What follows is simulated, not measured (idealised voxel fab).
Process module under the name voxel self aligned contacts
In the cross-section labelled cut, the width is 180 nm and each square cell is 5 nm.
Just so we're on the same page, the cross-sections are grids of square cells, and they're listed out in bands top to bottom, each band one or more rows deep. Each band's line starts with the height of the band's top and of its bottom, in nm. Then come its materials from left to right, each with its width in nm. One material with "all across" fills the band from edge to edge. "blank" is empty space. A quick word on heights: they are counted from 0, and under that level the wafer as it came to us is one material throughout. The lowest band is different from the rest in having no bottom; it simply continues downward, written as in "0 nm and below". It should be noted that a width expressed as "30 to 40" varies in equal increments from row to row of cells within the band, taking the value of the first number at the top row and that of the second number at the bottom row. "no modifications" after a step means that no cell of the cross-section changed. Empty spaces counting at least 8 cells and having no open way to the top are listed in "Sealed void inventory". The notation width x height at distance is used for each, the distance being from the left edge and all three values in nm. Heads up: the bit after the settings on a step's line is the simulator's remark on that step. When a step includes a mask, the "overlay nm" setting on its line states how far to the right of its planned place that mask lay, and negative values state how far to the left.
-- Set out below are the planned steps of the process
1) RECEIVE | material Si
2) CONFORMAL_DEP | material SiO2 | thk nm 5
3) DIRECTIONAL_DEP | material polySi | thk nm 30
4) DIRECTIONAL_DEP | material SiN | thk nm 25
5) PATTERN | tone cover | mask id GATE | material resist | width nm 25 | pitch nm 65 | thk nm 15 | overlay nm 0
6) DIRECTIONAL_ETCH | etch materials SiN | depth nm 25
7) DIRECTIONAL_ETCH | etch materials polySi | depth nm 30
8) STRIP | etch materials resist
9) CONFORMAL_DEP | material SiN | thk nm 10
10) DIRECTIONAL_ETCH | etch materials SiN | depth nm 10
11) FILL_DEP | material SiO2 | thk nm 10
12) CMP | height nm 65
13) PATTERN | tone open | mask id CONTACT | material resist | width nm 50 | thk nm 15 | overlay nm 0
14) DIRECTIONAL_ETCH | etch materials SiO2 | depth nm 65
15) STRIP | etch materials resist
16) CONFORMAL_DEP | material TiN | thk nm 5
17) FILL_DEP | material W | thk nm 10
18) CMP | height nm 65
19) CONFORMAL_DEP | material SiN | thk nm 5
-- Cross-section of the incoming wafer, state after step 1
* 0 nm and below = Si all across
* Sealed void inventory: none
-- As-planned run: cross-section of the first of two wafers at end of module
* 70 nm to 65 nm = SiN all across
* 65 nm to 60 nm = SiO2: 65, then TiN: 20, then W: 10, then TiN: 20, then SiO2: 65
* 60 nm to 35 nm = SiO2: 35, then SiN: 45, then TiN: 5, then W: 10, then TiN: 5, then SiN: 45, then SiO2: 35
* 35 nm to 5 nm = SiO2: 35, then SiN: 10, then polySi: 25, then SiN: 10, then TiN: 5, then W: 10, then TiN: 5, then SiN: 10, then polySi: 25, then SiN: 10, then SiO2: 35
* 5 nm to 0 nm = SiO2: 80, then TiN: 20, then SiO2: 80
* 0 nm and below = Si all across
* Sealed void inventory: none
-- End of module, second wafer, cross-section. Started like the first, planned like the first, run with one mistake
* 70 nm to 65 nm = SiN all across
* 65 nm to 40 nm = SiO2: 35, then SiN: 10, then polySi: 25, then SiN: 10, then TiN: 5, then W: 10, then TiN: 5, then SiN: 10, then polySi: 25, then SiN: 10, then SiO2: 35
* 40 nm to 35 nm = SiO2: 35, then SiN: 10, then polySi: 25, then SiN: 10, then TiN: 20, then SiN: 10, then polySi: 25, then SiN: 10, then SiO2: 35
* 35 nm to 5 nm = polySi all across
* 5 nm to 0 nm = SiO2 all across
* 0 nm and below = Si all across
* Sealed void inventory: none
Diagnosis: step 3 of the plan was twice carried out
It is noted that, at the conclusion of processing, the second wafer exhibits a higher or lower cell count for certain materials relative to the first: SiN -90, SiO2 -92, TiN -20, W -14, polySi +216
